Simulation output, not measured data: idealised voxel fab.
voxel transistor to metal: a process module
Cross-section cut: width 280 nm, square cells of 5 nm.
Square cells in a grid make up a cross-section in this document, and the grid is given as bands, listed from the top down, each one or more rows of cells. Top, bottom (nm), then materials left to right with widths (nm); lone material tagged "edge to edge" fills the whole band edge to edge; "blank" = empty space. Basically, 0 is our baseline, since under it the wafer straight out of the box is all one material. The bottom band has no lower end and keeps on going down, so it looks like "0 -> down". The expression "30->40" gives the width at the extremes of the band, the first number at its top row of cells and the second at its bottom row, with the width changing by equal amounts from each row to the next in between. Basically "nothing got changed" means that step didn't change any cell in the cross-section. Entry "Sealed cavities". Content: empty spaces with no open connection to the top, size 8 cells or greater. Each: width x height at distance. Distance: from left edge. Unit: nm. What comes after the settings on a step's line is commentary from the simulator itself on that step. overlay nm: right-of-plan distance of the mask on a masked step; negative values mean left-of-plan.
-- Steps planned for the process
- 1: RECEIVE | material Si
- 2: CONFORMAL_DEP | material SiO2 | thk nm 5
- 3: CONFORMAL_DEP | material SiN | thk nm 15
- 4: DIRECTIONAL_DEP | material aC | thk nm 10
- 5: PATTERN | tone cover | mask id ACTIVE | material resist | width nm 110 | pitch nm 130 | thk nm 25 | overlay nm 0
- 6: DIRECTIONAL_ETCH | etch materials aC | depth nm 10
- 7: STRIP | etch materials resist
- 8: DIRECTIONAL_ETCH | etch materials SiN | depth nm 15
- 9: DIRECTIONAL_ETCH | etch materials SiO2 | depth nm 5
- 10: DIRECTIONAL_ETCH | etch materials Si | depth nm 20
- 11: STRIP | etch materials aC
- 12: FILL_DEP | material SiO2 | thk nm 10
- 13: CMP | height nm 20
- 14: SELECTIVE_ETCH | etch materials SiO2 | depth nm 15
- 15: STRIP | etch materials SiN
- 16: SELECTIVE_ETCH | etch materials SiO2 | depth nm 5
- 17: OXIDIZE | depth nm 5
- 18: DIRECTIONAL_DEP | material polySi | thk nm 25
- 19: DIRECTIONAL_DEP | material SiCN | thk nm 10
- 20: MASKED_ETCH | tone cover | mask id GATE | width nm 20 | pitch nm 130 | etch materials SiCN | depth nm 20 | overlay nm 0
- 21: MASKED_ETCH | tone cover | mask id GATE | width nm 20 | pitch nm 130 | etch materials polySi | depth nm 35 | overlay nm 0
- 22: CONFORMAL_DEP | material SiN | thk nm 5
- 23: DIRECTIONAL_ETCH | etch materials SiN | depth nm 5
- 24: DIRECTIONAL_ETCH | etch materials SiO2 | depth nm 5
- 25: DIRECTIONAL_ETCH | etch materials Si | depth nm 10
- 26: EPI | material SiGe | thk nm 10
- 27: FILL_DEP | material SiO2 | thk nm 10
- 28: CMP | height nm 35
- 29: DIRECTIONAL_DEP | material SiO2 | thk nm 10
- 30: MASKED_ETCH | tone open | mask id CONTACT | width nm 20 | etch materials SiO2 | depth nm 50 | overlay nm 0
- 31: CONFORMAL_DEP | material TiN | thk nm 5
- 32: FILL_DEP | material Ru | thk nm 10
- 33: CMP | height nm 45
- 34: CONFORMAL_DEP | material SiCN | thk nm 5
- 35: DIRECTIONAL_DEP | material SiO2 | thk nm 20
- 36: MASKED_ETCH | tone open | mask id METAL_1 | width nm 20 | etch materials SiO2 | depth nm 20 | overlay nm 0
- 37: MASKED_ETCH | tone open | mask id METAL_1 | width nm 20 | etch materials SiCN | depth nm 5 | overlay nm 0
- 38: CONFORMAL_DEP | material TiN | thk nm 5
- 39: FILL_DEP | material W | thk nm 5
- 40: CMP | height nm 70
- 41: EPI | material Ru | thk nm 5
- 42: FILL_DEP | material SiCN | thk nm 5
- 43: DIRECTIONAL_DEP | material lowk | thk nm 25
- 44: PATTERN | tone open | mask id METAL_2 | material resist | width nm 20 | pitch nm 130 | thk nm 15 | overlay nm 0
- 45: DIRECTIONAL_ETCH | etch materials lowk | depth nm 15
- 46: STRIP | etch materials resist
- 47: PATTERN | tone open | mask id METAL_2_HOLES | material resist | width nm 15 | pitch nm 130 | thk nm 15 | overlay nm 0
- 48: DIRECTIONAL_ETCH | etch materials lowk | depth nm 10
- 49: DIRECTIONAL_ETCH | etch materials SiCN | depth nm 5
- 50: STRIP | etch materials resist
- 51: CONFORMAL_DEP | material TiN | thk nm 5
- 52: FILL_DEP | material Cu | thk nm 5
- 53: CMP | height nm 105
- 54: CONFORMAL_DEP | material SiCN | thk nm 5
-- Cross-sectional view of the wafer in its as-received condition, corresponding to the state after step 1
    0 -> down: Si edge to edge
    Sealed cavities: none
-- The plan above was carried out on the starting structure above with one mistake, and this cross-section shows the wafer at the end of the module
    110 -> 105: SiCN edge to edge
    105 -> 95: lowk 25 nm, TiN 5 nm, Cu 10 nm, TiN 5 nm, lowk 110 nm, TiN 5 nm, Cu 10 nm, TiN 5 nm, lowk 105 nm
    95 -> 90: lowk 25 nm, TiN 5 nm, Cu 5 nm, TiN 10 nm, lowk 110 nm, TiN 5 nm, Cu 5 nm, TiN 10 nm, lowk 105 nm
    90 -> 80: lowk 25 nm, TiN 5 nm, Cu 5 nm, TiN 5 nm, lowk 115 nm, TiN 5 nm, Cu 5 nm, TiN 5 nm, lowk 110 nm
    80 -> 75: SiCN 25 nm, TiN 15 nm, SiCN 115 nm, TiN 15 nm, SiCN 110 nm
    75 -> 70: SiCN 20 nm, Ru 30 nm, SiCN 50 nm, Ru 30 nm, SiCN 20 nm, Ru 30 nm, SiCN 50 nm, Ru 30 nm, SiCN 20 nm
    70 -> 55: SiO2 25 nm, TiN 5 nm, W 10 nm, TiN 5 nm, SiO2 60 nm, TiN 5 nm, W 10 nm, TiN 5 nm, SiO2 30 nm, TiN 5 nm, W 10 nm, TiN 5 nm, SiO2 60 nm, TiN 5 nm, W 10 nm, TiN 5 nm, SiO2 25 nm
    55 -> 50: SiO2 25 nm, TiN 20 nm, SiO2 60 nm, TiN 20 nm, SiO2 30 nm, TiN 20 nm, SiO2 60 nm, TiN 20 nm, SiO2 25 nm
    50 -> 45: TiN edge to edge
    45 -> 35: SiO2 25 nm, TiN 5 nm, Ru 10 nm, TiN 5 nm, SiO2 60 nm, TiN 5 nm, Ru 10 nm, TiN 5 nm, SiO2 30 nm, TiN 5 nm, Ru 10 nm, TiN 5 nm, SiO2 60 nm, TiN 5 nm, Ru 10 nm, TiN 5 nm, SiO2 25 nm
    35 -> 25: SiO2 25 nm, TiN 5 nm, Ru 10 nm, TiN 5 nm, SiO2 15 nm, SiN 5 nm, SiCN 20 nm, SiN 5 nm, SiO2 15 nm, TiN 5 nm, Ru 10 nm, TiN 5 nm, SiO2 30 nm, TiN 5 nm, Ru 10 nm, TiN 5 nm, SiO2 15 nm, SiN 5 nm, SiCN 20 nm, SiN 5 nm, SiO2 15 nm, TiN 5 nm, Ru 10 nm, TiN 5 nm, SiO2 25 nm
    25 -> 5: SiO2 25 nm, TiN 5 nm, Ru 10 nm, TiN 5 nm, SiO2 15 nm, SiN 5 nm, polySi 20 nm, SiN 5 nm, SiO2 15 nm, TiN 5 nm, Ru 10 nm, TiN 5 nm, SiO2 30 nm, TiN 5 nm, Ru 10 nm, TiN 5 nm, SiO2 15 nm, SiN 5 nm, polySi 20 nm, SiN 5 nm, SiO2 15 nm, TiN 5 nm, Ru 10 nm, TiN 5 nm, SiO2 25 nm
    5 -> 0: SiO2 25 nm, TiN 5 nm, Ru 10 nm, TiN 5 nm, SiO2 5 nm, SiGe 10 nm, SiN 5 nm, polySi 20 nm, SiN 5 nm, SiGe 10 nm, SiO2 5 nm, TiN 5 nm, Ru 10 nm, TiN 5 nm, SiO2 30 nm, TiN 5 nm, Ru 10 nm, TiN 5 nm, SiO2 5 nm, SiGe 10 nm, SiN 5 nm, polySi 20 nm, SiN 5 nm, SiGe 10 nm, SiO2 5 nm, TiN 5 nm, Ru 10 nm, TiN 5 nm, SiO2 25 nm
    0 -> -5: SiO2 25 nm, TiN 20 nm, SiO2 5 nm, SiGe 10 nm, SiO2 30 nm, SiGe 10 nm, SiO2 5 nm, TiN 20 nm, SiO2 30 nm, TiN 20 nm, SiO2 5 nm, SiGe 10 nm, SiO2 30 nm, SiGe 10 nm, SiO2 5 nm, TiN 20 nm, SiO2 25 nm
    -5 -> -15: SiO2 20 nm, SiGe 40 nm, Si 30 nm, SiGe 40 nm, SiO2 20 nm, SiGe 40 nm, Si 30 nm, SiGe 40 nm, SiO2 20 nm
    -15 -> -20: SiO2 20 nm, Si 110 nm, SiO2 20 nm, Si 110 nm, SiO2 20 nm
    -20 -> down: Si edge to edge
    Sealed cavities: none
Run error: not per plan at step 34, really ran CONFORMAL_DEP | material TiN | thk nm 5
